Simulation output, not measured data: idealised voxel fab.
Name of the process module below: voxel capacitor over wiring
Displayed cross-section: cut, width of 210 nm, square cells sized 5 nm.
A cross-section in this document is a grid of square cells, and it is written down as bands, the top band listed before the ones below it; a band is made up of one or more rows of cells.
Quick guide to a band line: top height, bottom height (nm) up front; then every material left to right with its width in nm. Only one material and it's marked "full width"? Then it fills the band edge to edge. And "blank" just means empty space.
A quick word on heights: they are counted from 0, and under that level the wafer as it came to us is one material throughout. The lowest band is different from the rest in having no bottom; it simply continues downward, written as in "0 nm and below".
So if you see something like "30 to 40" for the width, read it as the top row of the band sitting at the first number and the bottom row at the second, with every row in between moving by the same amount as the last.
Where a step carries "no change occurred", the cross-section came out of it unchanged, cell for cell.
You'll see "Trapped voids" listing empty spaces that have no way open to the top, as long as they're 8 cells or more; the notation is width x height at distance, where the distance is from the left edge, and all of it is in nm.
Read whatever lies past the settings on a step's line as the simulator's own remark about the step.
If you see "overlay nm" on a step's line and that step has a mask, it's telling you how far right of where it was planned the mask ended up; a negative number means it went left instead.

PROCESS STEPS - PLAN
- 1: RECEIVE | material Si
- 2: CONFORMAL_DEP | material SiO2 | thk nm 10
- 3: CONFORMAL_DEP | material SiCN | thk nm 5
- 4: DIRECTIONAL_DEP | material lowk | thk nm 25
- 5: PATTERN | tone open | mask id METAL_1 | material resist | width nm 25 | pitch nm 90 | thk nm 20 | overlay nm 0
- 6: DIRECTIONAL_ETCH | etch materials lowk | depth nm 25
- 7: DIRECTIONAL_ETCH | etch materials SiCN | depth nm 5
- 8: STRIP | etch materials resist
- 9: CONFORMAL_DEP | material TiN | thk nm 5
- 10: FILL_DEP | material Ru | thk nm 10
- 11: CMP | height nm 40
- 12: CONFORMAL_DEP | material SiCN | thk nm 5
- 13: DIRECTIONAL_DEP | material SiO2 | thk nm 20
- 14: PATTERN | tone open | mask id PLUG_1 | material resist | width nm 15 | thk nm 20 | overlay nm 0
- 15: DIRECTIONAL_ETCH | etch materials SiO2 | depth nm 20
- 16: DIRECTIONAL_ETCH | etch materials SiCN | depth nm 5
- 17: STRIP | etch materials resist
- 18: EPI | material Ru | thk nm 10
- 19: EPI | material Ru | thk nm 10
- 20: EPI | material Ru | thk nm 5
- 21: DIRECTIONAL_DEP | material TiN | thk nm 5
- 22: DIRECTIONAL_DEP | material Al2O3 | thk nm 5
- 23: DIRECTIONAL_DEP | material TiN | thk nm 5
- 24: DIRECTIONAL_DEP | material aC | thk nm 15
- 25: PATTERN | tone cover | mask id UPPER_PLATE | material resist | width nm 70 | thk nm 35 | overlay nm 0
- 26: DIRECTIONAL_ETCH | etch materials aC | depth nm 15
- 27: STRIP | etch materials resist
- 28: DIRECTIONAL_ETCH | etch materials TiN | depth nm 5
- 29: DIRECTIONAL_ETCH | etch materials Al2O3 | depth nm 5
- 30: STRIP | etch materials aC
- 31: DIRECTIONAL_DEP | material aC | thk nm 10
- 32: PATTERN | tone cover | mask id LOWER_PLATE | material resist | width nm 80 | thk nm 25 | overlay nm 0
- 33: DIRECTIONAL_ETCH | etch materials aC | depth nm 10
- 34: STRIP | etch materials resist
- 35: DIRECTIONAL_ETCH | etch materials TiN | depth nm 5
- 36: STRIP | etch materials aC
- 37: FILL_DEP | material SiO2 | thk nm 20
- 38: CMP | height nm 95
- 39: PATTERN | tone open | mask id PLUG_2 | material resist | width nm 15 | thk nm 20 | overlay nm 0
- 40: DIRECTIONAL_ETCH | etch materials SiO2 | depth nm 15
- 41: STRIP | etch materials resist
- 42: CONFORMAL_DEP | material TiN | thk nm 5
- 43: FILL_DEP | material W | thk nm 10
- 44: CMP | height nm 95
- 45: CONFORMAL_DEP | material SiN | thk nm 5

CROSS-SECTION OF THE WAFER UPON ARRIVAL, REPRESENTING THE STATE REACHED AFTER STEP 1
	0 nm and below: Si full width
	Trapped voids: none

END STATE OF THE MODULE IN CROSS-SECTION, GIVEN THE ABOVE STARTING POINT AND PLAN AND ONE MISTAKE IN EXECUTION
	100 nm to 95 nm: SiN full width
	95 nm to 85 nm: SiO2=65 | TiN=5 | W=5 | TiN=5 | SiO2=130
	85 nm to 75 nm: SiO2=65 to 70 | TiN=15 to 55 | SiO2=130 to 85
	75 nm to 70 nm: SiO2=70 | Al2O3=55 | SiO2=85
	70 nm to 65 nm: SiO2=50 | TiN=80 | SiO2=80
	65 nm to 60 nm: SiO2=55 | Al2O3=15 | SiO2=140
	60 nm to 55 nm: SiO2=55 | TiN=15 | SiO2=140
	55 nm to 45 nm: SiO2=55 | Ru=15 | SiO2=140
	45 nm to 40 nm: SiCN=55 | Ru=15 | SiCN=140
	40 nm to 15 nm: lowk=45 | TiN=5 | Ru=15 | TiN=5 | lowk=65 | TiN=5 | Ru=15 | TiN=5 | lowk=50
	15 nm to 10 nm: SiCN=45 | TiN=25 | SiCN=65 | TiN=25 | SiCN=50
	10 nm to 0 nm: SiO2 full width
	0 nm and below: Si full width
	Trapped voids: none
In executing the process, a mistake was made relative to the plan: with steps 18 and 19 being identical, the one that was left out cannot be pinpointed
